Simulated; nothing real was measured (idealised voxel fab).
process module | voxel gate over fins
cross-section cut | 175 nm wide | cells 5 nm
A cross-section is a grid of square cells, given in bands from the top down. A band is one or more rows of cells.
Each band's line starts with the height of the band's top and of its bottom, in nm. Then come its materials from left to right, each with its width in nm. One material with "throughout" fills the band from edge to edge. "air" is empty space.
Height 0 is the level under which the wafer as received is all one material. The lowest band goes on downwards, as in "0 down".
A width such as "30 to 40" changes by the same amount from each row of cells to the next, from the band's top row to its bottom row.
"no change" after a step means that no cell of the cross-section changed.
closed voids: empty space of 8 cells or more with no open way to the top, each as width x height at its distance from the left edge, in nm
after a step's settings: what the simulator itself notes on the step
overlay nm, on a step with a mask: how far to the right of its planned place the mask lay; to the left if negative
plan
1 op RECEIVE | material Si
2 op CONFORMAL_DEP | material SiN | thk nm 5
3 op DIRECTIONAL_DEP | material aC | thk nm 10
4 op PATTERN | tone cover | mask id FINS | material resist | width nm 15 | pitch nm 40 | thk nm 25 | overlay nm 0
5 op DIRECTIONAL_ETCH | etch materials aC | depth nm 10
6 op STRIP | etch materials resist
7 op DIRECTIONAL_ETCH | etch materials SiN | depth nm 5
8 op DIRECTIONAL_ETCH | etch materials Si | depth nm 40
9 op STRIP | etch materials aC
10 op FILL_DEP | material SiO2 | thk nm 5
11 op CMP | height nm 5
12 op SELECTIVE_ETCH | etch materials SiO2 | depth nm 20
13 op STRIP | etch materials SiN
14 op CONFORMAL_DEP | material HfO2 | thk nm 5
15 op CONFORMAL_DEP | material TiN | thk nm 5
16 op FILL_DEP | material W | thk nm 15
17 op CMP | height nm 20
18 op CONFORMAL_DEP | material SiN | thk nm 5
varied across the wafers: width nm of step 4. The plan shows the first wafer's value. All wafers start alike
first wafer as received, after step 1
  0 down: Si throughout
  closed voids: none
first wafer at the end, after step 18
  25 to 20: SiN throughout
  20 to 10: W throughout
  10 to 5: W 10 | TiN 35 | W 5 | TiN 35 | W 5 | TiN 35 | W 5 | TiN 35 | W 10
  5 to 0: W 10 | TiN 5 | HfO2 25 | TiN 5 | W 5 | TiN 5 | HfO2 25 | TiN 5 | W 5 | TiN 5 | HfO2 25 | TiN 5 | W 5 | TiN 5 | HfO2 25 | TiN 5 | W 10
  0 to -5: W 10 | TiN 5 | HfO2 5 | Si 15 | HfO2 5 | TiN 5 | W 5 | TiN 5 | HfO2 5 | Si 15 | HfO2 5 | TiN 5 | W 5 | TiN 5 | HfO2 5 | Si 15 | HfO2 5 | TiN 5 | W 5 | TiN 5 | HfO2 5 | Si 15 | HfO2 5 | TiN 5 | W 10
  -5 to -10: TiN 15 | HfO2 5 | Si 15 | HfO2 5 | TiN 15 | HfO2 5 | Si 15 | HfO2 5 | TiN 15 | HfO2 5 | Si 15 | HfO2 5 | TiN 15 | HfO2 5 | Si 15 | HfO2 5 | TiN 15
  -10 to -15: HfO2 20 | Si 15 | HfO2 25 | Si 15 | HfO2 25 | Si 15 | HfO2 25 | Si 15 | HfO2 20
  -15 to -40: SiO2 20 | Si 15 | SiO2 25 | Si 15 | SiO2 25 | Si 15 | SiO2 25 | Si 15 | SiO2 20
  -40 down: Si throughout
  closed voids: none
last wafer at the end
  25 to 20: SiN throughout
  20 to 10: W throughout
  10 to 5: W 5 | TiN 165 | W 5
  5 to 0: W 5 | TiN 5 | HfO2 35 | TiN 5 | HfO2 35 | TiN 5 | HfO2 35 | TiN 5 | HfO2 35 | TiN 5 | W 5
  0 to -5: W 5 | TiN 5 | HfO2 5 | Si 25 | HfO2 5 | TiN 5 | HfO2 5 | Si 25 | HfO2 5 | TiN 5 | HfO2 5 | Si 25 | HfO2 5 | TiN 5 | HfO2 5 | Si 25 | HfO2 5 | TiN 5 | W 5
  -5 to -10: TiN 10 | HfO2 5 | Si 25 | HfO2 5 | TiN 5 | HfO2 5 | Si 25 | HfO2 5 | TiN 5 | HfO2 5 | Si 25 | HfO2 5 | TiN 5 | HfO2 5 | Si 25 | HfO2 5 | TiN 10
  -10 to -15: HfO2 15 | Si 25 | HfO2 15 | Si 25 | HfO2 15 | Si 25 | HfO2 15 | Si 25 | HfO2 15
  -15 to -40: SiO2 15 | Si 25 | SiO2 15 | Si 25 | SiO2 15 | Si 25 | SiO2 15 | Si 25 | SiO2 15
  -40 down: Si throughout
  closed voids: none
each wafer at the end: cells of each material gained (+) or lost (-) since it was received, then its closed voids
width nm 15 | +59 HfO2 | -184 Si | +35 SiN | +115 SiO2 | +59 TiN | +91 W | closed voids: none
width nm 20 | +59 HfO2 | -152 Si | +35 SiN | +95 SiO2 | +59 TiN | +79 W | closed voids: none
width nm 25 | +59 HfO2 | -120 Si | +35 SiN | +75 SiO2 | +50 TiN | +76 W | closed voids: none
